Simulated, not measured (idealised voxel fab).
You're looking at the process module voxel transistor to metal.
Pictured: cross-section cut, 295 nm wide, on a grid of 5 nm square cells.
Notation: cross-section as square-cell grid; stated in bands, top first, going down; one or more cell rows per band. In this notation a band is specified by the heights of its top and bottom, in that order and in nm, after which its materials appear from left to right, each paired with its width in nm. The word "all across" attached to a single material means that material fills the band from edge to edge; the word "air" stands for empty space. Where do heights start? At 0: under that level the wafer as delivered is made of one material only. And the lowest band has no floor; it just carries on downward, as in "0 down". Width: "30..40" (first number = top row, second number = bottom row, same change from row to row of cells). Basically "all unchanged" means that step didn't change any cell in the cross-section. The entry "Enclosed void catalog" lists the empty spaces that cover at least 8 cells and have no open path to the top. Each is written as width x height at distance, where the distance is measured from the left edge and all three values are in nm. Past the settings on a step's line: simulator remark, on that step. overlay nm: mask right of planned place by this much (step with mask). Neg. = left.
Process steps (planned):
- 1: RECEIVE (material Si)
- 2: CONFORMAL_DEP (material SiO2; thk nm 5)
- 3: CONFORMAL_DEP (material SiN; thk nm 10)
- 4: DIRECTIONAL_DEP (material aC; thk nm 15)
- 5: PATTERN (tone cover; mask id ACTIVE; material resist; width nm 115; pitch nm 145; thk nm 30; overlay nm 0)
- 6: DIRECTIONAL_ETCH (etch materials aC; depth nm 15)
- 7: STRIP (etch materials resist)
- 8: DIRECTIONAL_ETCH (etch materials SiN; depth nm 10)
- 9: DIRECTIONAL_ETCH (etch materials SiO2; depth nm 5)
- 10: DIRECTIONAL_ETCH (etch materials Si; depth nm 30)
- 11: STRIP (etch materials aC)
- 12: OXIDIZE (depth nm 5)
- 13: FILL_DEP (material SiO2; thk nm 5)
- 14: CMP (height nm 15)
- 15: SELECTIVE_ETCH (etch materials SiO2; depth nm 10)
- 16: STRIP (etch materials SiN)
- 17: SELECTIVE_ETCH (etch materials SiO2; depth nm 5)
- 18: OXIDIZE (depth nm 5)
- 19: DIRECTIONAL_DEP (material polySi; thk nm 20)
- 20: DIRECTIONAL_DEP (material SiCN; thk nm 10)
- 21: DIRECTIONAL_DEP (material aC; thk nm 15)
- 22: PATTERN (tone cover; mask id GATE; material resist; width nm 25; pitch nm 145; thk nm 30; overlay nm 0)
- 23: DIRECTIONAL_ETCH (etch materials aC; depth nm 15)
- 24: STRIP (etch materials resist)
- 25: DIRECTIONAL_ETCH (etch materials SiCN; depth nm 20)
- 26: DIRECTIONAL_ETCH (etch materials polySi; depth nm 30)
- 27: STRIP (etch materials aC)
- 28: CONFORMAL_DEP (material SiN; thk nm 5)
- 29: DIRECTIONAL_ETCH (etch materials SiN; depth nm 5)
- 30: DIRECTIONAL_ETCH (etch materials SiO2; depth nm 5)
- 31: DIRECTIONAL_ETCH (etch materials Si; depth nm 5)
- 32: EPI (material pSi; thk nm 5)
- 33: FILL_DEP (material SiO2; thk nm 5)
- 34: CMP (height nm 20)
- 35: STRIP (etch materials polySi)
- 36: SELECTIVE_ETCH (etch materials SiO2; depth nm 5)
- 37: CONFORMAL_DEP (material HfO2; thk nm 5)
- 38: CONFORMAL_DEP (material TiN; thk nm 5)
- 39: FILL_DEP (material W; thk nm 10)
- 40: CMP (height nm 15)
- 41: DIRECTIONAL_DEP (material SiO2; thk nm 10)
- 42: PATTERN (tone open; mask id CONTACT; material resist; width nm 20; thk nm 15; overlay nm 0)
- 43: DIRECTIONAL_ETCH (etch materials SiO2; depth nm 30)
- 44: STRIP (etch materials resist)
- 45: CONFORMAL_DEP (material TiN; thk nm 5)
- 46: FILL_DEP (material W; thk nm 5)
- 47: CMP (height nm 25)
- 48: CONFORMAL_DEP (material SiN; thk nm 5)
- 49: DIRECTIONAL_DEP (material lowk; thk nm 20)
- 50: MASKED_ETCH (tone open; mask id METAL_1; width nm 20; etch materials lowk; depth nm 20; overlay nm 0)
- 51: MASKED_ETCH (tone open; mask id METAL_1; width nm 20; etch materials SiN; depth nm 5; overlay nm 0)
- 52: CONFORMAL_DEP (material TiN; thk nm 5)
- 53: FILL_DEP (material Cu; thk nm 5)
- 54: CMP (height nm 50)
- 55: EPI (material Ru; thk nm 5)
- 56: FILL_DEP (material SiCN; thk nm 5)
- 57: DIRECTIONAL_DEP (material lowk; thk nm 25)
- 58: MASKED_ETCH (tone open; mask id METAL_2_HOLES; width nm 15; pitch nm 145; etch materials lowk; depth nm 25; overlay nm 0)
- 59: DIRECTIONAL_DEP (material aC; thk nm 15)
- 60: PATTERN (tone open; mask id METAL_2; material resist; width nm 20; pitch nm 145; thk nm 35; overlay nm 0)
- 61: DIRECTIONAL_ETCH (etch materials aC; depth nm 15)
- 62: STRIP (etch materials resist)
- 63: DIRECTIONAL_ETCH (etch materials lowk; depth nm 15)
- 64: DIRECTIONAL_ETCH (etch materials SiCN; depth nm 5)
- 65: STRIP (etch materials aC)
- 66: CONFORMAL_DEP (material TiN; thk nm 5)
- 67: FILL_DEP (material Cu; thk nm 10)
- 68: CMP (height nm 85)
- 69: CONFORMAL_DEP (material SiN; thk nm 5)
First wafer out of two, processed as planned:
Delivered wafer in cross-section: state after step 1:
0 down: Si all across
Enclosed void catalog: none
After step 2: wafer cross-section:
5 to 0: SiO2 all across
Under 0: no change, same as before.
After step 3: wafer cross-section:
15 to 5: SiN all across
Under 5: no change, same as before.
After step 4: wafer cross-section:
30 to 15: aC all across
Under 15: no change, same as before.
After step 5: wafer cross-section:
60 to 30: air=15 / resist=115 / air=30 / resist=115 / air=20
Under 30: no change, same as before.
After step 6: wafer cross-section:
45 to 30: air=15 / resist=115 / air=30 / resist=115 / air=20
30 to 15: air=15 / aC=115 / air=30 / aC=115 / air=20
Under 15: no change, same as before.
After step 7: wafer cross-section:
30 to 15: air=15 / aC=115 / air=30 / aC=115 / air=20
Under 15: no change, same as before.
After step 8: wafer cross-section:
30 to 15: air=15 / aC=115 / air=30 / aC=115 / air=20
15 to 5: air=15 / SiN=115 / air=30 / SiN=115 / air=20
Under 5: no change, same as before.
After step 9: wafer cross-section:
30 to 15: air=15 / aC=115 / air=30 / aC=115 / air=20
15 to 5: air=15 / SiN=115 / air=30 / SiN=115 / air=20
5 to 0: air=15 / SiO2=115 / air=30 / SiO2=115 / air=20
Under 0: no change, same as before.
After step 10: wafer cross-section:
30 to 15: air=15 / aC=115 / air=30 / aC=115 / air=20
15 to 5: air=15 / SiN=115 / air=30 / SiN=115 / air=20
5 to 0: air=15 / SiO2=115 / air=30 / SiO2=115 / air=20
0 to -30: air=15 / Si=115 / air=30 / Si=115 / air=20
Under -30: no change, same as before.
After step 11: wafer cross-section:
15 to 5: air=15 / SiN=115 / air=30 / SiN=115 / air=20
Under 5: no change, same as before.
After step 12: wafer cross-section:
15 to 5: air=15 / SiN=115 / air=30 / SiN=115 / air=20
5 to 0: air=15 / SiO2=115 / air=30 / SiO2=115 / air=20
0 to -30: air=15 / SiO2=5 / Si=105 / SiO2=5 / air=30 / SiO2=5 / Si=105 / SiO2=5 / air=20
-30 to -35: SiO2=20 / Si=105 / SiO2=40 / Si=105 / SiO2=25
Under -35: no change, same as before.
After step 13: wafer cross-section:
20 to 15: SiO2 all across
15 to 5: SiO2=15 / SiN=115 / SiO2=30 / SiN=115 / SiO2=20
5 to 0: SiO2 all across
0 to -35: SiO2=20 / Si=105 / SiO2=40 / Si=105 / SiO2=25
Under -35: no change, same as before.
After step 14: wafer cross-section:
15 to 5: SiO2=15 / SiN=115 / SiO2=30 / SiN=115 / SiO2=20
Under 5: no change, same as before.
After step 15: wafer cross-section:
15 to 5: air=15 / SiN=115 / air=30 / SiN=115 / air=20
Under 5: no change, same as before.
After step 16: wafer cross-section:
5 to 0: SiO2 all across
Under 0: no change, same as before.
After step 17: wafer cross-section:
0 to -35: SiO2=20 / Si=105 / SiO2=40 / Si=105 / SiO2=25
Under -35: no change, same as before.
After step 18: wafer cross-section:
0 to -5: SiO2 all across
Under -5: no change, same as before.
After step 19: wafer cross-section:
20 to 0: polySi all across
Under 0: no change, same as before.
After step 20: wafer cross-section:
30 to 20: SiCN all across
Under 20: no change, same as before.
After step 21: wafer cross-section:
45 to 30: aC all across
Under 30: no change, same as before.
After step 22: wafer cross-section:
75 to 45: air=60 / resist=25 / air=120 / resist=25 / air=65
Under 45: no change, same as before.
After step 23: wafer cross-section:
60 to 45: air=60 / resist=25 / air=120 / resist=25 / air=65
45 to 30: air=60 / aC=25 / air=120 / aC=25 / air=65
Under 30: no change, same as before.
After step 24: wafer cross-section:
45 to 30: air=60 / aC=25 / air=120 / aC=25 / air=65
Under 30: no change, same as before.
After step 25: wafer cross-section:
45 to 30: air=60 / aC=25 / air=120 / aC=25 / air=65
30 to 20: air=60 / SiCN=25 / air=120 / SiCN=25 / air=65
Under 20: no change, same as before.
After step 26: wafer cross-section:
45 to 30: air=60 / aC=25 / air=120 / aC=25 / air=65
30 to 20: air=60 / SiCN=25 / air=120 / SiCN=25 / air=65
20 to 0: air=60 / polySi=25 / air=120 / polySi=25 / air=65
Under 0: no change, same as before.
After step 27: wafer cross-section:
30 to 20: air=60 / SiCN=25 / air=120 / SiCN=25 / air=65
Under 20: no change, same as before.
After step 28: wafer cross-section:
35 to 30: air=55 / SiN=35 / air=110 / SiN=35 / air=60
30 to 20: air=55 / SiN=5 / SiCN=25 / SiN=5 / air=110 / SiN=5 / SiCN=25 / SiN=5 / air=60
20 to 5: air=55 / SiN=5 / polySi=25 / SiN=5 / air=110 / SiN=5 / polySi=25 / SiN=5 / air=60
5 to 0: SiN=60 / polySi=25 / SiN=120 / polySi=25 / SiN=65
Under 0: no change, same as before.
After step 29: wafer cross-section:
30 to 20: air=55 / SiN=5 / SiCN=25 / SiN=5 / air=110 / SiN=5 / SiCN=25 / SiN=5 / air=60
20 to 0: air=55 / SiN=5 / polySi=25 / SiN=5 / air=110 / SiN=5 / polySi=25 / SiN=5 / air=60
Under 0: no change, same as before.
After step 30: wafer cross-section:
30 to 20: air=55 / SiN=5 / SiCN=25 / SiN=5 / air=110 / SiN=5 / SiCN=25 / SiN=5 / air=60
20 to 0: air=55 / SiN=5 / polySi=25 / SiN=5 / air=110 / SiN=5 / polySi=25 / SiN=5 / air=60
0 to -5: air=55 / SiO2=35 / air=110 / SiO2=35 / air=60
Under -5: no change, same as before.
After step 31: wafer cross-section:
30 to 20: air=55 / SiN=5 / SiCN=25 / SiN=5 / air=110 / SiN=5 / SiCN=25 / SiN=5 / air=60
20 to 0: air=55 / SiN=5 / polySi=25 / SiN=5 / air=110 / SiN=5 / polySi=25 / SiN=5 / air=60
0 to -5: air=55 / SiO2=35 / air=110 / SiO2=35 / air=60
-5 to -10: SiO2=20 / air=35 / Si=35 / air=35 / SiO2=40 / air=35 / Si=35 / air=35 / SiO2=25
Under -10: no change, same as before.
After step 32: wafer cross-section:
30 to 20: air=55 / SiN=5 / SiCN=25 / SiN=5 / air=110 / SiN=5 / SiCN=25 / SiN=5 / air=60
20 to 0: air=55 / SiN=5 / polySi=25 / SiN=5 / air=110 / SiN=5 / polySi=25 / SiN=5 / air=60
0 to -5: air=50 / pSi=5 / SiO2=35 / pSi=5 / air=100 / pSi=5 / SiO2=35 / pSi=5 / air=55
-5 to -10: SiO2=20 / pSi=35 / Si=35 / pSi=35 / SiO2=40 / pSi=35 / Si=35 / pSi=35 / SiO2=25
Under -10: no change, same as before.
After step 33: wafer cross-section:
35 to 30: SiO2 all across
30 to 20: SiO2=55 / SiN=5 / SiCN=25 / SiN=5 / SiO2=110 / SiN=5 / SiCN=25 / SiN=5 / SiO2=60
20 to 0: SiO2=55 / SiN=5 / polySi=25 / SiN=5 / SiO2=110 / SiN=5 / polySi=25 / SiN=5 / SiO2=60
0 to -5: SiO2=50 / pSi=5 / SiO2=35 / pSi=5 / SiO2=100 / pSi=5 / SiO2=35 / pSi=5 / SiO2=55
Under -5: no change, same as before.
After step 34: wafer cross-section:
20 to 0: SiO2=55 / SiN=5 / polySi=25 / SiN=5 / SiO2=110 / SiN=5 / polySi=25 / SiN=5 / SiO2=60
Under 0: no change, same as before.
After step 35: wafer cross-section:
20 to 0: SiO2=55 / SiN=5 / air=25 / SiN=5 / SiO2=110 / SiN=5 / air=25 / SiN=5 / SiO2=60
Under 0: no change, same as before.
After step 36: wafer cross-section:
20 to 15: air=55 / SiN=5 / air=25 / SiN=5 / air=110 / SiN=5 / air=25 / SiN=5 / air=60
15 to 0: SiO2=55 / SiN=5 / air=25 / SiN=5 / SiO2=110 / SiN=5 / air=25 / SiN=5 / SiO2=60
0 to -5: SiO2=50 / pSi=5 / air=35 / pSi=5 / SiO2=100 / pSi=5 / air=35 / pSi=5 / SiO2=55
Under -5: no change, same as before.
After step 37: wafer cross-section:
25 to 20: air=50 / HfO2=15 / air=15 / HfO2=15 / air=100 / HfO2=15 / air=15 / HfO2=15 / air=55
20 to 15: HfO2=55 / SiN=5 / HfO2=5 / air=15 / HfO2=5 / SiN=5 / HfO2=110 / SiN=5 / HfO2=5 / air=15 / HfO2=5 / SiN=5 / HfO2=60
15 to 0: SiO2=55 / SiN=5 / HfO2=5 / air=15 / HfO2=5 / SiN=5 / SiO2=110 / SiN=5 / HfO2=5 / air=15 / HfO2=5 / SiN=5 / SiO2=60
0 to -5: SiO2=50 / pSi=5 / HfO2=35 / pSi=5 / SiO2=100 / pSi=5 / HfO2=35 / pSi=5 / SiO2=55
Under -5: no change, same as before.
After step 38: wafer cross-section:
30 to 25: air=45 / TiN=25 / air=5 / TiN=25 / air=90 / TiN=25 / air=5 / TiN=25 / air=50
25 to 20: TiN=50 / HfO2=15 / TiN=5 / air=5 / TiN=5 / HfO2=15 / TiN=100 / HfO2=15 / TiN=5 / air=5 / TiN=5 / HfO2=15 / TiN=55
20 to 15: HfO2=55 / SiN=5 / HfO2=5 / TiN=5 / air=5 / TiN=5 / HfO2=5 / SiN=5 / HfO2=110 / SiN=5 / HfO2=5 / TiN=5 / air=5 / TiN=5 / HfO2=5 / SiN=5 / HfO2=60
15 to 5: SiO2=55 / SiN=5 / HfO2=5 / TiN=5 / air=5 / TiN=5 / HfO2=5 / SiN=5 / SiO2=110 / SiN=5 / HfO2=5 / TiN=5 / air=5 / TiN=5 / HfO2=5 / SiN=5 / SiO2=60
5 to 0: SiO2=55 / SiN=5 / HfO2=5 / TiN=15 / HfO2=5 / SiN=5 / SiO2=110 / SiN=5 / HfO2=5 / TiN=15 / HfO2=5 / SiN=5 / SiO2=60
Under 0: no change, same as before.
After step 39: wafer cross-section:
40 to 30: W all across
30 to 25: W=45 / TiN=25 / W=5 / TiN=25 / W=90 / TiN=25 / W=5 / TiN=25 / W=50
25 to 20: TiN=50 / HfO2=15 / TiN=5 / W=5 / TiN=5 / HfO2=15 / TiN=100 / HfO2=15 / TiN=5 / W=5 / TiN=5 / HfO2=15 / TiN=55
20 to 15: HfO2=55 / SiN=5 / HfO2=5 / TiN=5 / W=5 / TiN=5 / HfO2=5 / SiN=5 / HfO2=110 / SiN=5 / HfO2=5 / TiN=5 / W=5 / TiN=5 / HfO2=5 / SiN=5 / HfO2=60
15 to 5: SiO2=55 / SiN=5 / HfO2=5 / TiN=5 / W=5 / TiN=5 / HfO2=5 / SiN=5 / SiO2=110 / SiN=5 / HfO2=5 / TiN=5 / W=5 / TiN=5 / HfO2=5 / SiN=5 / SiO2=60
Under 5: no change, same as before.
After step 40: wafer cross-section:
15 to 5: SiO2=55 / SiN=5 / HfO2=5 / TiN=5 / W=5 / TiN=5 / HfO2=5 / SiN=5 / SiO2=110 / SiN=5 / HfO2=5 / TiN=5 / W=5 / TiN=5 / HfO2=5 / SiN=5 / SiO2=60
Under 5: no change, same as before.
After step 41: wafer cross-section:
25 to 15: SiO2 all across
Under 15: no change, same as before.
After step 42: wafer cross-section:
40 to 25: resist=25 / air=20 / resist=55 / air=20 / resist=50 / air=20 / resist=55 / air=20 / resist=30
Under 25: no change, same as before.
After step 43: wafer cross-section:
40 to 25: resist=25 / air=20 / resist=55 / air=20 / resist=50 / air=20 / resist=55 / air=20 / resist=30
25 to 15: SiO2=25 / air=20 / SiO2=55 / air=20 / SiO2=50 / air=20 / SiO2=55 / air=20 / SiO2=30
15 to 5: SiO2=25 / air=20 / SiO2=10 / SiN=5 / HfO2=5 / TiN=5 / W=5 / TiN=5 / HfO2=5 / SiN=5 / SiO2=10 / air=20 / SiO2=50 / air=20 / SiO2=10 / SiN=5 / HfO2=5 / TiN=5 / W=5 / TiN=5 / HfO2=5 / SiN=5 / SiO2=10 / air=20 / SiO2=30
5 to 0: SiO2=25 / air=20 / SiO2=10 / SiN=5 / HfO2=5 / TiN=15 / HfO2=5 / SiN=5 / SiO2=10 / air=20 / SiO2=50 / air=20 / SiO2=10 / SiN=5 / HfO2=5 / TiN=15 / HfO2=5 / SiN=5 / SiO2=10 / air=20 / SiO2=30
0 to -5: SiO2=25 / air=20 / SiO2=5 / pSi=5 / HfO2=35 / pSi=5 / SiO2=5 / air=20 / SiO2=50 / air=20 / SiO2=5 / pSi=5 / HfO2=35 / pSi=5 / SiO2=5 / air=20 / SiO2=30
Under -5: no change, same as before.
After step 44: wafer cross-section:
25 to 15: SiO2=25 / air=20 / SiO2=55 / air=20 / SiO2=50 / air=20 / SiO2=55 / air=20 / SiO2=30
Under 15: no change, same as before.
After step 45: wafer cross-section:
30 to 25: TiN=30 / air=10 / TiN=65 / air=10 / TiN=60 / air=10 / TiN=65 / air=10 / TiN=35
25 to 15: SiO2=25 / TiN=5 / air=10 / TiN=5 / SiO2=55 / TiN=5 / air=10 / TiN=5 / SiO2=50 / TiN=5 / air=10 / TiN=5 / SiO2=55 / TiN=5 / air=10 / TiN=5 / SiO2=30
15 to 5: SiO2=25 / TiN=5 / air=10 / TiN=5 / SiO2=10 / SiN=5 / HfO2=5 / TiN=5 / W=5 / TiN=5 / HfO2=5 / SiN=5 / SiO2=10 / TiN=5 / air=10 / TiN=5 / SiO2=50 / TiN=5 / air=10 / TiN=5 / SiO2=10 / SiN=5 / HfO2=5 / TiN=5 / W=5 / TiN=5 / HfO2=5 / SiN=5 / SiO2=10 / TiN=5 / air=10 / TiN=5 / SiO2=30
5 to 0: SiO2=25 / TiN=5 / air=10 / TiN=5 / SiO2=10 / SiN=5 / HfO2=5 / TiN=15 / HfO2=5 / SiN=5 / SiO2=10 / TiN=5 / air=10 / TiN=5 / SiO2=50 / TiN=5 / air=10 / TiN=5 / SiO2=10 / SiN=5 / HfO2=5 / TiN=15 / HfO2=5 / SiN=5 / SiO2=10 / TiN=5 / air=10 / TiN=5 / SiO2=30
0 to -5: SiO2=25 / TiN=20 / SiO2=5 / pSi=5 / HfO2=35 / pSi=5 / SiO2=5 / TiN=20 / SiO2=50 / TiN=20 / SiO2=5 / pSi=5 / HfO2=35 / pSi=5 / SiO2=5 / TiN=20 / SiO2=30
Under -5: no change, same as before.
After step 46: wafer cross-section:
35 to 30: W all across
30 to 25: TiN=30 / W=10 / TiN=65 / W=10 / TiN=60 / W=10 / TiN=65 / W=10 / TiN=35
25 to 15: SiO2=25 / TiN=5 / W=10 / TiN=5 / SiO2=55 / TiN=5 / W=10 / TiN=5 / SiO2=50 / TiN=5 / W=10 / TiN=5 / SiO2=55 / TiN=5 / W=10 / TiN=5 / SiO2=30
15 to 5: SiO2=25 / TiN=5 / W=10 / TiN=5 / SiO2=10 / SiN=5 / HfO2=5 / TiN=5 / W=5 / TiN=5 / HfO2=5 / SiN=5 / SiO2=10 / TiN=5 / W=10 / TiN=5 / SiO2=50 / TiN=5 / W=10 / TiN=5 / SiO2=10 / SiN=5 / HfO2=5 / TiN=5 / W=5 / TiN=5 / HfO2=5 / SiN=5 / SiO2=10 / TiN=5 / W=10 / TiN=5 / SiO2=30
5 to 0: SiO2=25 / TiN=5 / W=10 / TiN=5 / SiO2=10 / SiN=5 / HfO2=5 / TiN=15 / HfO2=5 / SiN=5 / SiO2=10 / TiN=5 / W=10 / TiN=5 / SiO2=50 / TiN=5 / W=10 / TiN=5 / SiO2=10 / SiN=5 / HfO2=5 / TiN=15 / HfO2=5 / SiN=5 / SiO2=10 / TiN=5 / W=10 / TiN=5 / SiO2=30
Under 0: no change, same as before.
After step 47: wafer cross-section:
25 to 15: SiO2=25 / TiN=5 / W=10 / TiN=5 / SiO2=55 / TiN=5 / W=10 / TiN=5 / SiO2=50 / TiN=5 / W=10 / TiN=5 / SiO2=55 / TiN=5 / W=10 / TiN=5 / SiO2=30
Under 15: no change, same as before.
After step 48: wafer cross-section:
30 to 25: SiN all across
Under 25: no change, same as before.
After step 49: wafer cross-section:
50 to 30: lowk all across
Under 30: no change, same as before.
After step 50: wafer cross-section:
50 to 30: lowk=25 / air=20 / lowk=55 / air=20 / lowk=50 / air=20 / lowk=55 / air=20 / lowk=30
Under 30: no change, same as before.
After step 51: wafer cross-section:
50 to 30: lowk=25 / air=20 / lowk=55 / air=20 / lowk=50 / air=20 / lowk=55 / air=20 / lowk=30
30 to 25: SiN=25 / air=20 / SiN=55 / air=20 / SiN=50 / air=20 / SiN=55 / air=20 / SiN=30
Under 25: no change, same as before.
After step 52: wafer cross-section:
55 to 50: TiN=30 / air=10 / TiN=65 / air=10 / TiN=60 / air=10 / TiN=65 / air=10 / TiN=35
50 to 30: lowk=25 / TiN=5 / air=10 / TiN=5 / lowk=55 / TiN=5 / air=10 / TiN=5 / lowk=50 / TiN=5 / air=10 / TiN=5 / lowk=55 / TiN=5 / air=10 / TiN=5 / lowk=30
30 to 25: SiN=25 / TiN=20 / SiN=55 / TiN=20 / SiN=50 / TiN=20 / SiN=55 / TiN=20 / SiN=30
Under 25: no change, same as before.
After step 53: wafer cross-section:
60 to 55: Cu all across
55 to 50: TiN=30 / Cu=10 / TiN=65 / Cu=10 / TiN=60 / Cu=10 / TiN=65 / Cu=10 / TiN=35
50 to 30: lowk=25 / TiN=5 / Cu=10 / TiN=5 / lowk=55 / TiN=5 / Cu=10 / TiN=5 / lowk=50 / TiN=5 / Cu=10 / TiN=5 / lowk=55 / TiN=5 / Cu=10 / TiN=5 / lowk=30
Under 30: no change, same as before.
After step 54: wafer cross-section:
50 to 30: lowk=25 / TiN=5 / Cu=10 / TiN=5 / lowk=55 / TiN=5 / Cu=10 / TiN=5 / lowk=50 / TiN=5 / Cu=10 / TiN=5 / lowk=55 / TiN=5 / Cu=10 / TiN=5 / lowk=30
Under 30: no change, same as before.
After step 55: wafer cross-section:
55 to 50: air=20 / Ru=30 / air=45 / Ru=30 / air=40 / Ru=30 / air=45 / Ru=30 / air=25
Under 50: no change, same as before.
After step 56: wafer cross-section:
60 to 55: SiCN all across
55 to 50: SiCN=20 / Ru=30 / SiCN=45 / Ru=30 / SiCN=40 / Ru=30 / SiCN=45 / Ru=30 / SiCN=25
Under 50: no change, same as before.
After step 57: wafer cross-section:
85 to 60: lowk all across
Under 60: no change, same as before.
After step 58: wafer cross-section:
85 to 60: lowk=25 / air=15 / lowk=130 / air=15 / lowk=110
Under 60: no change, same as before.
After step 59: wafer cross-section:
100 to 85: aC=25 / air=15 / aC=130 / air=15 / aC=110
85 to 75: lowk=25 / air=15 / lowk=130 / air=15 / lowk=110
75 to 60: lowk=25 / aC=15 / lowk=130 / aC=15 / lowk=110
Under 60: no change, same as before.
After step 60: wafer cross-section:
135 to 100: resist=25 / air=20 / resist=125 / air=20 / resist=105
Under 100: no change, same as before.
After step 61: wafer cross-section:
120 to 100: resist=25 / air=20 / resist=125 / air=20 / resist=105
100 to 85: aC=25 / air=20 / aC=125 / air=20 / aC=105
85 to 60: lowk=25 / air=15 / lowk=130 / air=15 / lowk=110
Under 60: no change, same as before.
After step 62: wafer cross-section:
100 to 85: aC=25 / air=20 / aC=125 / air=20 / aC=105
Under 85: no change, same as before.
After step 63: wafer cross-section:
100 to 85: aC=25 / air=20 / aC=125 / air=20 / aC=105
85 to 70: lowk=25 / air=20 / lowk=125 / air=20 / lowk=105
Under 70: no change, same as before.
After step 64: wafer cross-section:
100 to 85: aC=25 / air=20 / aC=125 / air=20 / aC=105
85 to 70: lowk=25 / air=20 / lowk=125 / air=20 / lowk=105
70 to 60: lowk=25 / air=15 / lowk=130 / air=15 / lowk=110
60 to 55: SiCN=25 / air=15 / SiCN=130 / air=15 / SiCN=110
Under 55: no change, same as before.
After step 65: wafer cross-section:
85 to 70: lowk=25 / air=20 / lowk=125 / air=20 / lowk=105
Under 70: no change, same as before.
After step 66: wafer cross-section:
90 to 85: TiN=30 / air=10 / TiN=135 / air=10 / TiN=110
85 to 75: lowk=25 / TiN=5 / air=10 / TiN=5 / lowk=125 / TiN=5 / air=10 / TiN=5 / lowk=105
75 to 70: lowk=25 / TiN=5 / air=5 / TiN=10 / lowk=125 / TiN=5 / air=5 / TiN=10 / lowk=105
70 to 60: lowk=25 / TiN=5 / air=5 / TiN=5 / lowk=130 / TiN=5 / air=5 / TiN=5 / lowk=110
60 to 55: SiCN=25 / TiN=15 / SiCN=130 / TiN=15 / SiCN=110
Under 55: no change, same as before.
After step 67: wafer cross-section:
100 to 90: Cu all across
90 to 85: TiN=30 / Cu=10 / TiN=135 / Cu=10 / TiN=110
85 to 75: lowk=25 / TiN=5 / Cu=10 / TiN=5 / lowk=125 / TiN=5 / Cu=10 / TiN=5 / lowk=105
75 to 70: lowk=25 / TiN=5 / Cu=5 / TiN=10 / lowk=125 / TiN=5 / Cu=5 / TiN=10 / lowk=105
70 to 60: lowk=25 / TiN=5 / Cu=5 / TiN=5 / lowk=130 / TiN=5 / Cu=5 / TiN=5 / lowk=110
Under 60: no change, same as before.
After step 68: wafer cross-section:
85 to 75: lowk=25 / TiN=5 / Cu=10 / TiN=5 / lowk=125 / TiN=5 / Cu=10 / TiN=5 / lowk=105
Under 75: no change, same as before.
After step 69: wafer cross-section:
90 to 85: SiN all across
Under 85: no change, same as before.
Second Wafer (Identical Start and Plan, One Processing Error; Matches First Wafer Through Step 59):
Second wafer, cut view, end of step 60 per plan:
135 to 100: air=25 / resist=20 / air=125 / resist=20 / air=105
100 to 85: aC=25 / resist=15 / aC=130 / resist=15 / aC=110
85 to 75: lowk=25 / resist=15 / lowk=130 / resist=15 / lowk=110
Under 75: no change, same as before.
Second wafer, cut view, end of step 61 per plan:
120 to 100: air=25 / resist=20 / air=125 / resist=20 / air=105
100 to 85: air=25 / resist=15 / aC=5 / air=125 / resist=15 / aC=5 / air=105
Under 85: no change, same as before.
Second wafer, cut view, end of step 62 per plan:
100 to 85: air=40 / aC=5 / air=140 / aC=5 / air=105
85 to 75: lowk=25 / air=15 / lowk=130 / air=15 / lowk=110
Under 75: no change, same as before.
Second wafer, cut view, end of step 63 per plan:
100 to 85: air=40 / aC=5 / air=140 / aC=5 / air=105
85 to 75: air=40 / lowk=5 / air=140 / lowk=5 / air=105
75 to 70: air=25 / aC=15 / lowk=5 / air=125 / aC=15 / lowk=5 / air=105
Under 70: no change, same as before.
Second wafer, cut view, end of step 64 per plan: all unchanged
Second wafer, cut view, end of step 65 per plan:
85 to 70: air=40 / lowk=5 / air=140 / lowk=5 / air=105
70 to 60: lowk=25 / air=15 / lowk=130 / air=15 / lowk=110
Under 60: no change, same as before.
Second wafer, cut view, end of step 66 per plan:
90 to 85: air=35 / TiN=15 / air=130 / TiN=15 / air=100
85 to 75: air=35 / TiN=5 / lowk=5 / TiN=5 / air=130 / TiN=5 / lowk=5 / TiN=5 / air=100
75 to 70: TiN=30 / air=5 / TiN=5 / lowk=5 / TiN=130 / air=5 / TiN=5 / lowk=5 / TiN=105
70 to 65: lowk=25 / TiN=5 / air=5 / TiN=5 / lowk=130 / TiN=5 / air=5 / TiN=5 / lowk=110
65 to 60: lowk=25 / TiN=15 / lowk=130 / TiN=15 / lowk=110
Under 60: no change, same as before.
Second wafer, cut view, end of step 67 per plan:
100 to 90: Cu all across
90 to 85: Cu=35 / TiN=15 / Cu=130 / TiN=15 / Cu=100
85 to 75: Cu=35 / TiN=5 / lowk=5 / TiN=5 / Cu=130 / TiN=5 / lowk=5 / TiN=5 / Cu=100
75 to 70: TiN=30 / Cu=5 / TiN=5 / lowk=5 / TiN=130 / Cu=5 / TiN=5 / lowk=5 / TiN=105
70 to 65: lowk=25 / TiN=5 / Cu=5 / TiN=5 / lowk=130 / TiN=5 / Cu=5 / TiN=5 / lowk=110
Under 65: no change, same as before.
Second wafer, cut view, end of step 68 per plan:
85 to 75: Cu=35 / TiN=5 / lowk=5 / TiN=5 / Cu=130 / TiN=5 / lowk=5 / TiN=5 / Cu=100
Under 75: no change, same as before.
Second wafer, cut view, end of step 69 per plan:
90 to 85: SiN all across
Under 85: no change, same as before.
Diagnosis: planned and actual differ for step 60; actual: PATTERN (tone cover; mask id METAL_2; material resist; width nm 20; pitch nm 145; thk nm 35; overlay nm 0)
Final tally in cells, some materials are higher or lower on the second wafer than on the first: 96 more of Cu; 6 more of SiCN; 45 more of TiN; 147 fewer of lowk
